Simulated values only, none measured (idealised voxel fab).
Process module name: voxel released beams
Cross-section cut: width 175 nm, square cells of 5 nm.
Reading order for cross-sections: top band down to bottom band. Underlying form: a grid of square cells. Band size: one or more rows of cells.
For a band, the entry starts with two heights in nm, that of the top and then that of the bottom, and carries on with the band's materials in order from left to right, each alongside its width in nm; the word "edge to edge" beside a single material means it fills the band edge to edge, and "empty" means empty space.
Ref level 0: as-received wafer is one material below here. Bottom band extends down with no lower bound ("0 nm and below").
Read "30->40" as a graded width: first number on top, second number at the bottom, same change between each pair of neighbouring rows.
For the purposes of this document, the phrase "no modifications" attached to a step denotes that no cell within the cross-section was modified by that step.
"Enclosed cavities" contains a list of empty spaces, each no smaller than 8 cells and without an open way to the top, written in the form width x height at distance with the distance from the left edge and all three in nm.
Whatever follows a step's settings on its line is a remark the simulator itself makes about that step.
A step line may carry the setting "overlay nm", which, for steps involving a mask, states the distance by which the mask lay to the right of its intended position; negative values denote displacement to the left.
## Below is the list of planned process steps
step 1: RECEIVE (material Si)
step 2: CONFORMAL_DEP (material SiN; thk nm 5)
step 3: DIRECTIONAL_DEP (material SiO2; thk nm 15)
step 4: PATTERN (tone open; mask id ANCHOR; material resist; width nm 25; thk nm 15; overlay nm -15)
step 5: DIRECTIONAL_ETCH (etch materials SiO2; depth nm 15)
step 6: STRIP (etch materials resist)
step 7: CONFORMAL_DEP (material TiN; thk nm 10)
step 8: DIRECTIONAL_DEP (material aC; thk nm 15)
step 9: PATTERN (tone cover; mask id BEAM; material resist; width nm 95; thk nm 30; overlay nm 0)
step 10: DIRECTIONAL_ETCH (etch materials aC; depth nm 15)
step 11: STRIP (etch materials resist)
step 12: DIRECTIONAL_ETCH (etch materials TiN; depth nm 10)
step 13: STRIP (etch materials aC)
step 14: STRIP (etch materials SiO2)
Wafer-to-wafer difference: overlay nm, step 4. Common start. Plan = first wafer's value.
## First of several wafers, received after step 1, in cross-section
	0 nm and below  Si edge to edge
	Enclosed cavities: none
## Cross-section of the first of several wafers once the module has run through its last step, step 14
	30 nm to 20 nm  empty=40 / TiN=90 / empty=45
	20 nm to 15 nm  empty=25 / TiN=10 / empty=5 / TiN=10 / empty=125
	15 nm to 5 nm  empty=25 / TiN=25 / empty=125
	5 nm to 0 nm  SiN edge to edge
	0 nm and below  Si edge to edge
	Enclosed cavities: none
## So this is the cross-section on the last wafer at the end of the module
	30 nm to 20 nm  empty=35 / TiN=30 / empty=5 / TiN=60 / empty=45
	20 nm to 15 nm  empty=55 / TiN=10 / empty=5 / TiN=10 / empty=95
	15 nm to 5 nm  empty=55 / TiN=25 / empty=95
	5 nm to 0 nm  SiN edge to edge
	0 nm and below  Si edge to edge
	Enclosed cavities: none
## So in this table every wafer gets its own row, and what you see is where it stands at the end of the module: for each material, how many cells it picked up (+) or gave up (-) since we received it, and after that its closed voids
overlay nm -15; +35 SiN; +50 TiN; Enclosed cavities: none
overlay nm -10; +35 SiN; +50 TiN; Enclosed cavities: none
overlay nm -5; +35 SiN; +50 TiN; Enclosed cavities: none
overlay nm 0; +35 SiN; +50 TiN; Enclosed cavities: none
overlay nm 5; +35 SiN; +50 TiN; Enclosed cavities: none
overlay nm 10; +35 SiN; +50 TiN; Enclosed cavities: none
overlay nm 15; +35 SiN; +50 TiN; Enclosed cavities: none
